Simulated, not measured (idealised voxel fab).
Name of the process module below: voxel tone inversion
Xsec cut, 250 nm wide, square cell size 5 nm.
Throughout this document, each cross-section is represented as a grid of square cells and is presented as a sequence of bands enumerated from the top downward, where a band comprises one or more rows of cells.
Per band: top height and bottom height in nm, followed by the left-to-right materials and their widths in nm; "everywhere" marks a single material spanning edge to edge, "air" marks empty space.
A quick word on heights: they are counted from 0, and under that level the wafer as it came to us is one material throughout. The lowest band is different from the rest in having no bottom; it simply continues downward, written as in "0 nm and below".
Width: "30 to 40" (first number = top row, second number = bottom row, same change from row to row of cells).
No cell of the cross-section changed in a step that is given as "stayed the same".
"Cavities, closed" enumerates empty spaces isolated from the top, with no open way to it, that contain at least 8 cells, giving each as width x height at distance from the left edge, all three in nm.
It should be noted that, on the line of a given step, the content following the step's settings is a remark produced by the simulator itself with respect to that step.
When a step includes a mask, the "overlay nm" setting on its line states how far to the right of its planned place that mask lay, and negative values state how far to the left.

# Listed below are the process steps as planned
1) RECEIVE with material Si
2) CONFORMAL_DEP with material SiCN, thk nm 5
3) DIRECTIONAL_DEP with material polySi, thk nm 20
4) PATTERN with tone cover, mask id POSTS, material resist, width nm 25, pitch nm 50, thk nm 25, overlay nm 0
5) DIRECTIONAL_ETCH with etch materials polySi, depth nm 20
6) STRIP with etch materials resist
7) FILL_DEP with material lowk, thk nm 5
8) CMP with height nm 25
9) STRIP with etch materials polySi
10) CONFORMAL_DEP with material TiN, thk nm 5
11) FILL_DEP with material Ru, thk nm 5
12) CMP with height nm 25
13) CONFORMAL_DEP with material SiCN, thk nm 5

# Wafer as received: cross-section following step 1
- 0 nm and below | Si everywhere
- Cavities, closed: none

# Here's the cross-section of the first of our two wafers at the end of the module - it ran as planned
- 30 nm to 25 nm | SiCN everywhere
- 25 nm to 10 nm | lowk (85) | TiN (5) | Ru (15) | TiN (5) | lowk (25) | TiN (5) | Ru (15) | TiN (5) | lowk (90)
- 10 nm to 5 nm | lowk (85) | TiN (25) | lowk (25) | TiN (25) | lowk (90)
- 5 nm to 0 nm | SiCN everywhere
- 0 nm and below | Si everywhere
- Cavities, closed: none

# Cross-sectional view: second of two wafers, end of module; start and plan identical to the first, one mistake in running
- 30 nm to 25 nm | SiCN everywhere
- 25 nm to 20 nm | Ru everywhere
- 20 nm to 15 nm | TiN (90) | Ru (15) | TiN (35) | Ru (15) | TiN (95)
- 15 nm to 10 nm | lowk (85) | TiN (5) | Ru (15) | TiN (5) | lowk (25) | TiN (5) | Ru (15) | TiN (5) | lowk (90)
- 10 nm to 5 nm | lowk (85) | TiN (25) | lowk (25) | TiN (25) | lowk (90)
- 5 nm to 0 nm | SiCN everywhere
- 0 nm and below | Si everywhere
- Cavities, closed: none
Error vs. plan: step 8, actual vs plan mismatch, actual run CMP with height nm 15
In the final state, the cell counts of the second wafer exceed or fall short of those of the first for the following materials: Ru: 44 more, TiN: 36 more, lowk: 80 fewer
